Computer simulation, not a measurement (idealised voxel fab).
process module | voxel wiring stack
cross-section cut | 240 nm wide | cells 5 nm
A cross-section is a grid of square cells, given in bands from the top down. A band is one or more rows of cells.
Each band's line starts with the height of the band's top and of its bottom, in nm. Then come its materials from left to right, each with its width in nm. One material with "throughout" fills the band from edge to edge. "air" is empty space.
Height 0 is the level under which the wafer as received is all one material. The lowest band goes on downwards, as in "0 down".
A width such as "30 to 40" changes by the same amount from each row of cells to the next, from the band's top row to its bottom row.
"no change" after a step means that no cell of the cross-section changed.
closed voids: empty space of 8 cells or more with no open way to the top, each as width x height at its distance from the left edge, in nm
after a step's settings: what the simulator itself notes on the step
overlay nm, on a step with a mask: how far to the right of its planned place the mask lay; to the left if negative
plan
1 op RECEIVE | material Si
2 op CONFORMAL_DEP | material SiO2 | thk nm 15
3 op CONFORMAL_DEP | material SiCN | thk nm 5
4 op DIRECTIONAL_DEP | material lowk | thk nm 20
5 op PATTERN | tone open | mask id METAL_1 | material resist | width nm 20 | pitch nm 45 | thk nm 15 | overlay nm -15
6 op DIRECTIONAL_ETCH | etch materials lowk | depth nm 20
7 op DIRECTIONAL_ETCH | etch materials SiCN | depth nm 5
8 op STRIP | etch materials resist
9 op CONFORMAL_DEP | material TiN | thk nm 5
10 op FILL_DEP | material Cu | thk nm 10
11 op CMP | height nm 40
12 op EPI | material Ru | thk nm 5
13 op FILL_DEP | material SiCN | thk nm 5
14 op DIRECTIONAL_DEP | material SiO2 | thk nm 25
15 op MASKED_ETCH | tone open | mask id METAL_2 | width nm 20 | pitch nm 45 | etch materials SiO2 | depth nm 15 | overlay nm 0
16 op PATTERN | tone open | mask id METAL_2_HOLES | material resist | width nm 15 | pitch nm 45 | thk nm 20 | overlay nm 0
17 op DIRECTIONAL_ETCH | etch materials SiO2 | depth nm 10
18 op DIRECTIONAL_ETCH | etch materials SiCN | depth nm 5
19 op STRIP | etch materials resist
20 op CONFORMAL_DEP | material TiN | thk nm 5
21 op FILL_DEP | material Cu | thk nm 10
22 op CMP | height nm 75
23 op CONFORMAL_DEP | material SiCN | thk nm 5
24 op DIRECTIONAL_DEP | material SiO2 | thk nm 30
25 op PATTERN | tone open | mask id METAL_3 | material resist | width nm 20 | pitch nm 45 | thk nm 20 | overlay nm 0
26 op DIRECTIONAL_ETCH | etch materials SiO2 | depth nm 20
27 op STRIP | etch materials resist
28 op MASKED_ETCH | tone open | mask id METAL_3_HOLES | width nm 15 | pitch nm 45 | etch materials SiO2 | depth nm 10 | overlay nm 0
29 op MASKED_ETCH | tone open | mask id METAL_3_HOLES | width nm 15 | pitch nm 45 | etch materials SiCN | depth nm 5 | overlay nm 0
30 op CONFORMAL_DEP | material TiN | thk nm 5
31 op FILL_DEP | material Cu | thk nm 10
32 op CMP | height nm 110
33 op CONFORMAL_DEP | material SiCN | thk nm 5
varied across the wafers: overlay nm of step 5. The plan shows the first wafer's value. All wafers start alike
first wafer as received, after step 1
  0 down: Si throughout
  closed voids: none
first wafer at the end, after step 33
  115 to 110: SiCN throughout
  110 to 95: SiO2 65 | TiN 5 | Cu 10 | TiN 5 | SiO2 25 | TiN 5 | Cu 10 | TiN 5 | SiO2 25 | TiN 5 | Cu 10 | TiN 5 | SiO2 65
  95 to 90: SiO2 65 | TiN 5 | Cu 5 | TiN 10 | SiO2 25 | TiN 5 | Cu 5 | TiN 10 | SiO2 25 | TiN 5 | Cu 5 | TiN 10 | SiO2 65
  90 to 80: SiO2 65 | TiN 5 | Cu 5 | TiN 5 | SiO2 30 | TiN 5 | Cu 5 | TiN 5 | SiO2 30 | TiN 5 | Cu 5 | TiN 5 | SiO2 70
  80 to 75: SiCN 65 | TiN 15 | SiCN 30 | TiN 15 | SiCN 30 | TiN 15 | SiCN 70
  75 to 65: SiO2 65 | TiN 5 | Cu 10 | TiN 5 | SiO2 25 | TiN 5 | Cu 10 | TiN 5 | SiO2 25 | TiN 5 | Cu 10 | TiN 5 | SiO2 65
  65 to 60: SiO2 65 | TiN 5 | Cu 5 | TiN 10 | SiO2 25 | TiN 5 | Cu 5 | TiN 10 | SiO2 25 | TiN 5 | Cu 5 | TiN 10 | SiO2 65
  60 to 50: SiO2 65 | TiN 5 | Cu 5 | TiN 5 | SiO2 30 | TiN 5 | Cu 5 | TiN 5 | SiO2 30 | TiN 5 | Cu 5 | TiN 5 | SiO2 70
  50 to 45: SiCN 65 | TiN 15 | SiCN 30 | TiN 15 | SiCN 30 | TiN 15 | SiCN 70
  45 to 40: SiCN 45 | Ru 30 | SiCN 15 | Ru 30 | SiCN 15 | Ru 30 | SiCN 75
  40 to 20: lowk 50 | TiN 5 | Cu 10 | TiN 5 | lowk 25 | TiN 5 | Cu 10 | TiN 5 | lowk 25 | TiN 5 | Cu 10 | TiN 5 | lowk 80
  20 to 15: SiCN 50 | TiN 20 | SiCN 25 | TiN 20 | SiCN 25 | TiN 20 | SiCN 80
  15 to 0: SiO2 throughout
  0 down: Si throughout
  closed voids: none
last wafer at the end
  115 to 110: SiCN throughout
  110 to 95: SiO2 65 | TiN 5 | Cu 10 | TiN 5 | SiO2 25 | TiN 5 | Cu 10 | TiN 5 | SiO2 25 | TiN 5 | Cu 10 | TiN 5 | SiO2 65
  95 to 90: SiO2 65 | TiN 5 | Cu 5 | TiN 10 | SiO2 25 | TiN 5 | Cu 5 | TiN 10 | SiO2 25 | TiN 5 | Cu 5 | TiN 10 | SiO2 65
  90 to 80: SiO2 65 | TiN 5 | Cu 5 | TiN 5 | SiO2 30 | TiN 5 | Cu 5 | TiN 5 | SiO2 30 | TiN 5 | Cu 5 | TiN 5 | SiO2 70
  80 to 75: SiCN 65 | TiN 15 | SiCN 30 | TiN 15 | SiCN 30 | TiN 15 | SiCN 70
  75 to 65: SiO2 65 | TiN 5 | Cu 10 | TiN 5 | SiO2 25 | TiN 5 | Cu 10 | TiN 5 | SiO2 25 | TiN 5 | Cu 10 | TiN 5 | SiO2 65
  65 to 60: SiO2 65 | TiN 5 | Cu 5 | TiN 10 | SiO2 25 | TiN 5 | Cu 5 | TiN 10 | SiO2 25 | TiN 5 | Cu 5 | TiN 10 | SiO2 65
  60 to 50: SiO2 65 | TiN 5 | Cu 5 | TiN 5 | SiO2 30 | TiN 5 | Cu 5 | TiN 5 | SiO2 30 | TiN 5 | Cu 5 | TiN 5 | SiO2 70
  50 to 45: SiCN 65 | TiN 15 | SiCN 30 | TiN 15 | SiCN 30 | TiN 15 | SiCN 70
  45 to 40: SiCN 75 | Ru 30 | SiCN 15 | Ru 30 | SiCN 15 | Ru 30 | SiCN 45
  40 to 20: lowk 80 | TiN 5 | Cu 10 | TiN 5 | lowk 25 | TiN 5 | Cu 10 | TiN 5 | lowk 25 | TiN 5 | Cu 10 | TiN 5 | lowk 50
  20 to 15: SiCN 80 | TiN 20 | SiCN 25 | TiN 20 | SiCN 25 | TiN 20 | SiCN 50
  15 to 0: SiO2 throughout
  0 down: Si throughout
  closed voids: none
each wafer at the end: cells of each material gained (+) or lost (-) since it was received, then its closed voids
overlay nm -15 | +72 Cu | +18 Ru | +192 SiCN | +552 SiO2 | +126 TiN | +144 lowk | closed voids: none
overlay nm -10 | +72 Cu | +18 Ru | +192 SiCN | +552 SiO2 | +126 TiN | +144 lowk | closed voids: none
overlay nm -5 | +72 Cu | +18 Ru | +192 SiCN | +552 SiO2 | +126 TiN | +144 lowk | closed voids: none
overlay nm 0 | +72 Cu | +18 Ru | +192 SiCN | +552 SiO2 | +126 TiN | +144 lowk | closed voids: none
overlay nm 5 | +72 Cu | +18 Ru | +192 SiCN | +552 SiO2 | +126 TiN | +144 lowk | closed voids: none
overlay nm 10 | +72 Cu | +18 Ru | +192 SiCN | +552 SiO2 | +126 TiN | +144 lowk | closed voids: none
overlay nm 15 | +72 Cu | +18 Ru | +192 SiCN | +552 SiO2 | +126 TiN | +144 lowk | closed voids: none
